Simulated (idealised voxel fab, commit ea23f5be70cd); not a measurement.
The process module presented herein is designated voxel gate over fins.
The cross-section shown here is cut; it is 165 nm wide and divided into square cells measuring 5 nm on a side.
If you're reading a cross-section in this doc, picture square cells in a grid; it comes to you as bands, top ones listed first down to the bottom, and a band can be one or more rows of cells.
Top, bottom (nm), then materials left to right with widths (nm); lone material tagged "everywhere" fills the whole band edge to edge; "air" = empty space.
Where do heights start? At 0: under that level the wafer as delivered is made of one material only. And the lowest band has no floor; it just carries on downward, as in "0..down".
The expression "30..40" gives the width at the extremes of the band, the first number at its top row of cells and the second at its bottom row, with the width changing by equal amounts from each row to the next in between.
"nothing altered" -> step changed no cross-section cell.
So "Voids, sealed" is basically the list of trapped voids: any empty space of 8 cells or more that can't reach the top through an opening. They're written width x height at distance, the distance being from the left edge, and it's all nm.
Post-settings text on a step line: simulator's own remark regarding the step.
Steps that use a mask can have "overlay nm" on their line. It says how far the mask sat to the right of where it was meant to be. Negative means to the left.

-- Process steps - plan
- 1: op RECEIVE | material Si
- 2: op CONFORMAL_DEP | material SiN | thk nm 5
- 3: op PATTERN | tone cover | mask id FINS | material resist | width nm 15 | pitch nm 45 | thk nm 20 | overlay nm 0
- 4: op DIRECTIONAL_ETCH | etch materials SiN | depth nm 5
- 5: op DIRECTIONAL_ETCH | etch materials Si | depth nm 30
- 6: op STRIP | etch materials resist
- 7: op FILL_DEP | material SiO2 | thk nm 15
- 8: op CMP | height nm 5
- 9: op SELECTIVE_ETCH | etch materials SiO2 | depth nm 20
- 10: op STRIP | etch materials SiN
- 11: op CONFORMAL_DEP | material HfO2 | thk nm 5
- 12: op CONFORMAL_DEP | material TiN | thk nm 5
- 13: op CONFORMAL_DEP | material TiAl | thk nm 5
- 14: op CONFORMAL_DEP | material TiN | thk nm 5
- 15: op FILL_DEP | material W | thk nm 10
- 16: op CMP | height nm 25
- 17: op CONFORMAL_DEP | material SiCN | thk nm 10

-- Cross-section of the wafer at receipt, which is the condition after step 1
	0..down: Si everywhere
	Voids, sealed: none

-- Here's the cross-section of the first of our two wafers at the end of the module - it ran as planned
	35..25: SiCN everywhere
	25..20: W everywhere
	20..15: 30 nm W; 100 nm TiN; 35 nm W
	15..10: 30 nm W; 5 nm TiN; 90 nm TiAl; 5 nm TiN; 35 nm W
	10..5: 30 nm W; 5 nm TiN; 5 nm TiAl; 35 nm TiN; 10 nm TiAl; 35 nm TiN; 5 nm TiAl; 5 nm TiN; 35 nm W
	5..0: 35 nm TiN; 5 nm TiAl; 5 nm TiN; 25 nm HfO2; 5 nm TiN; 10 nm TiAl; 5 nm TiN; 25 nm HfO2; 5 nm TiN; 5 nm TiAl; 40 nm TiN
	0..-5: 40 nm TiAl; 5 nm TiN; 5 nm HfO2; 15 nm Si; 5 nm HfO2; 5 nm TiN; 10 nm TiAl; 5 nm TiN; 5 nm HfO2; 15 nm Si; 5 nm HfO2; 5 nm TiN; 45 nm TiAl
	-5..-10: 45 nm TiN; 5 nm HfO2; 15 nm Si; 5 nm HfO2; 20 nm TiN; 5 nm HfO2; 15 nm Si; 5 nm HfO2; 50 nm TiN
	-10..-15: 50 nm HfO2; 15 nm Si; 30 nm HfO2; 15 nm Si; 55 nm HfO2
	-15..-30: 50 nm SiO2; 15 nm Si; 30 nm SiO2; 15 nm Si; 55 nm SiO2
	-30..down: Si everywhere
	Voids, sealed: none

-- End of module, second wafer, cross-section. Started like the first, planned like the first, run with one mistake
	35..25: SiCN everywhere
	25..20: W everywhere
	20..15: 25 nm W; 110 nm TiN; 30 nm W
	15..10: 25 nm W; 5 nm TiN; 100 nm TiAl; 5 nm TiN; 30 nm W
	10..5: 25 nm W; 5 nm TiN; 5 nm TiAl; 90 nm TiN; 5 nm TiAl; 5 nm TiN; 30 nm W
	5..0: 30 nm TiN; 5 nm TiAl; 5 nm TiN; 35 nm HfO2; 10 nm TiN; 35 nm HfO2; 5 nm TiN; 5 nm TiAl; 35 nm TiN
	0..-5: 35 nm TiAl; 5 nm TiN; 5 nm HfO2; 25 nm Si; 5 nm HfO2; 10 nm TiN; 5 nm HfO2; 25 nm Si; 5 nm HfO2; 5 nm TiN; 40 nm TiAl
	-5..-10: 40 nm TiN; 5 nm HfO2; 25 nm Si; 5 nm HfO2; 10 nm TiN; 5 nm HfO2; 25 nm Si; 5 nm HfO2; 45 nm TiN
	-10..-15: 45 nm HfO2; 25 nm Si; 20 nm HfO2; 25 nm Si; 50 nm HfO2
	-15..-30: 45 nm SiO2; 25 nm Si; 20 nm SiO2; 25 nm Si; 50 nm SiO2
	-30..down: Si everywhere
	Voids, sealed: none
Deviation noted in wafer processing: rather than as planned, step 3 actually ran as op PATTERN | tone cover | mask id FINS | material resist | width nm 25 | pitch nm 45 | thk nm 20 | overlay nm 0
The final cell counts differ between the wafers, with the second having more or fewer of some materials than the first: Si +24; SiO2 -12; TiAl -6; W -6
